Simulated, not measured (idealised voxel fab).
Proc. module: voxel gate over fins
For reference, the cross-section in this document is cut, with width 220 nm and square cells of 5 nm.
Throughout this document, each cross-section is represented as a grid of square cells and is presented as a sequence of bands enumerated from the top downward, where a band comprises one or more rows of cells.
Within each band entry, the heights of the top and of the bottom of the band appear first, in that order and in nm; the materials of the band then follow from left to right, each with its corresponding width in nm. The designation "full width" on a single material indicates that it fills the band from edge to edge; the designation "empty" indicates empty space.
Height is counted from the level 0, under which the received wafer is composed throughout of one material. The lowest of the bands is not closed at the bottom but continues downward, in the notation "0..down".
A two-number width, for instance "30..40", indicates that the width is equal to the first number in the top row of the band and to the second number in the bottom row, and that it changes by a constant amount per row of cells.
Key: "everything unchanged" - step with no changed cell in the cross-section.
"Voids lacking openings" means: voids of 8 cells or more that are shut off from the top with no open way through. Written width x height at distance, distance from the left edge, in nm.
Step line, after settings: the simulator's comment on this step.
The setting "overlay nm" may be written on the line of a step. When the step uses a mask, the value reports how far to the right of the planned place the mask lay, and a negative value reports that it lay to the left.

PLANNED PROCESS STEPS
1,RECEIVE (material Si)
2,CONFORMAL_DEP (material SiN; thk nm 10)
3,MASKED_ETCH (tone cover; mask id FINS; width nm 15; pitch nm 35; etch materials SiN; depth nm 10; overlay nm 0)
4,MASKED_ETCH (tone cover; mask id FINS; width nm 15; pitch nm 35; etch materials Si; depth nm 30; overlay nm -15)
5,OXIDIZE (depth nm 5)
6,FILL_DEP (material SiO2; thk nm 10)
7,CMP (height nm 10)
8,SELECTIVE_ETCH (etch materials SiO2; depth nm 25)
9,STRIP (etch materials SiN)
10,CONFORMAL_DEP (material HfO2; thk nm 5)
11,CONFORMAL_DEP (material TiN; thk nm 5)
12,CONFORMAL_DEP (material TiAl; thk nm 5)
13,CONFORMAL_DEP (material TiN; thk nm 5)
14,FILL_DEP (material W; thk nm 15)
15,CMP (height nm 30)
16,CONFORMAL_DEP (material SiN; thk nm 5)
varied across the wafers: overlay nm of step 4. The plan shows the first wafer's value. All wafers start alike

FIRST OF SEVERAL WAFERS (AS RECEIVED, POST STEP 1), CROSS-SECTIONAL VIEW
  0..down  Si full width
  Voids lacking openings: none

AFTER THE MODULE'S FINAL STEP, STEP 16: THE FIRST OF SEVERAL WAFERS IN CROSS-SECTION
  35..30  SiN full width
  30..20  W full width
  20..15  W=70; TiN=80; W=70
  15..10  W=55; TiN=20; TiAl=70; TiN=5; W=70
  10..5  W=55; TiN=5; TiAl=20; TiN=25; TiAl=10; TiN=25; TiAl=5; TiN=5; W=70
  5..0  TiN=60; TiAl=5; TiN=20; HfO2=15; TiN=20; HfO2=15; TiN=5; TiAl=5; TiN=75
  0..-5  TiAl=65; TiN=5; HfO2=20; Si=5; HfO2=5; TiN=5; HfO2=20; Si=5; HfO2=5; TiN=5; TiAl=80
  -5..-10  TiN=70; HfO2=5; Si=20; HfO2=5; TiN=5; HfO2=5; Si=20; HfO2=5; TiN=85
  -10..-15  HfO2=75; Si=20; HfO2=15; Si=20; HfO2=90
  -15..-35  SiO2=75; Si=20; SiO2=15; Si=20; SiO2=90
  -35..down  Si full width
  Voids lacking openings: none

THE LAST WAFER AS SEEN IN CROSS-SECTION AT THE END OF THE MODULE
  35..30  SiN full width
  30..20  W full width
  20..15  W=70; TiN=80; W=70
  15..10  W=70; TiN=5; TiAl=70; TiN=20; W=55
  10..5  W=70; TiN=5; TiAl=5; TiN=25; TiAl=10; TiN=25; TiAl=20; TiN=5; W=55
  5..0  TiN=75; TiAl=5; TiN=5; HfO2=15; TiN=20; HfO2=15; TiN=20; TiAl=5; TiN=60
  0..-5  TiAl=80; TiN=5; HfO2=5; Si=5; HfO2=20; TiN=5; HfO2=5; Si=5; HfO2=20; TiN=5; TiAl=65
  -5..-10  TiN=85; HfO2=5; Si=20; HfO2=5; TiN=5; HfO2=5; Si=20; HfO2=5; TiN=70
  -10..-15  HfO2=90; Si=20; HfO2=15; Si=20; HfO2=75
  -15..-35  SiO2=90; Si=20; SiO2=15; Si=20; SiO2=75
  -35..down  Si full width
  Voids lacking openings: none

NOTE: THE FOLLOWING TABLE IS ARRANGED BY WAFER, A ROW APIECE. EACH ROW REPORTS THE END-OF-MODULE STATE: PER MATERIAL, CELLS GAINED (+) OR CELLS LOST (-) COMPARED WITH THE WAFER AS RECEIVED; CLOSED VOIDS FOLLOW
overlay nm -15; +56 HfO2; -258 Si; +44 SiN; +144 SiO2; +52 TiAl; +104 TiN; +166 W; Voids lacking openings: none
overlay nm -10; +56 HfO2; -270 Si; +44 SiN; +152 SiO2; +52 TiAl; +106 TiN; +168 W; Voids lacking openings: none
overlay nm -5; +56 HfO2; -282 Si; +44 SiN; +160 SiO2; +54 TiAl; +106 TiN; +170 W; Voids lacking openings: none
overlay nm 0; +56 HfO2; -294 Si; +44 SiN; +168 SiO2; +56 TiAl; +106 TiN; +172 W; Voids lacking openings: none
overlay nm 5; +56 HfO2; -282 Si; +44 SiN; +160 SiO2; +54 TiAl; +106 TiN; +170 W; Voids lacking openings: none
overlay nm 10; +56 HfO2; -270 Si; +44 SiN; +152 SiO2; +52 TiAl; +106 TiN; +168 W; Voids lacking openings: none
overlay nm 15; +56 HfO2; -258 Si; +44 SiN; +144 SiO2; +52 TiAl; +104 TiN; +166 W; Voids lacking openings: none
